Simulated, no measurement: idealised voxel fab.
Presented below is a process module, voxel ribs on slabs.
cross-section cut | 290 nm wide | cells 5 nm
For the purposes of this document, a cross-section shall be understood as a grid of square cells, specified as bands listed in top-to-bottom order, each band consisting of one or more rows of cells. First you get the band's top height and its bottom height, in nm, and then the materials it's made of, left to right, with each width in nm. If you see a single material with "throughout", that one covers the band edge to edge. "blank" is empty space. Note: height 0 marks the level under which the wafer is uniformly one material as received. Lowest band unbounded below, written "0 and below". Top row gets the first number, bottom row gets the second, and each row in between changes by the same step: that is how a band width like "30 to 40" works. For the purposes of this document, the phrase "everything unchanged" attached to a step denotes that no cell within the cross-section was modified by that step. Any empty space of 8 cells or more lacking an open way to the top shows up in "Sealed void inventory" as width x height at distance, distance from the left edge, in nm. It should be noted that, on the line of a given step, the content following the step's settings is a remark produced by the simulator itself with respect to that step. On any step carrying a mask, the "overlay nm" setting, if present on the step's line, tells how far right of its planned place the mask lay; negative values point to the left.

[Intended process steps]
| 1 | op RECEIVE | material Si |
| 2 | op DIRECTIONAL_DEP | material SiO2 | thk nm 20 |
| 3 | op DIRECTIONAL_DEP | material SiN | thk nm 15 |
| 4 | op PATTERN | tone cover | mask id RIB | material resist | width nm 30 | thk nm 20 | overlay nm 0 |
| 5 | op DIRECTIONAL_ETCH | etch materials SiN | depth nm 10 |
| 6 | op STRIP | etch materials resist |
| 7 | op PATTERN | tone cover | mask id SLAB | material resist | width nm 60 | thk nm 20 | overlay nm 0 |
| 8 | op DIRECTIONAL_ETCH | etch materials SiN | depth nm 5 |
| 9 | op STRIP | etch materials resist |
| 10 | op FILL_DEP | material SiO2 | thk nm 25 |
| 11 | op CMP | height nm 55 |
| 12 | op DIRECTIONAL_DEP | material TiN | thk nm 5 |
| 13 | op DIRECTIONAL_DEP | material aC | thk nm 15 |
| 14 | op PATTERN | tone cover | mask id HEATER | material resist | width nm 40 | thk nm 30 | overlay nm 0 |
| 15 | op DIRECTIONAL_ETCH | etch materials aC | depth nm 15 |
| 16 | op STRIP | etch materials resist |
| 17 | op DIRECTIONAL_ETCH | etch materials TiN | depth nm 5 |
| 18 | op STRIP | etch materials aC |
| 19 | op CONFORMAL_DEP | material SiN | thk nm 5 |

[Cross-section of the wafer as it came to us, i.e., already through step 1]
> 0 and below  Si throughout
> Sealed void inventory: none

[Here's the wafer cut in cross-section after the module, started and planned just like above, except one thing was done wrong in the run]
> 65 down to 60  blank 120, then SiN 50, then blank 120
> 60 down to 55  SiN 125, then TiN 40, then SiN 125
> 55 down to 30  SiO2 throughout
> 30 down to 20  SiO2 130, then SiN 30, then SiO2 130
> 20 down to 15  SiO2 115, then SiN 60, then SiO2 115
> 15 down to 0  SiO2 throughout
> 0 and below  Si throughout
> Sealed void inventory: none
Misprocessing identified: step 2 off recipe, ran as op DIRECTIONAL_DEP | material SiO2 | thk nm 15
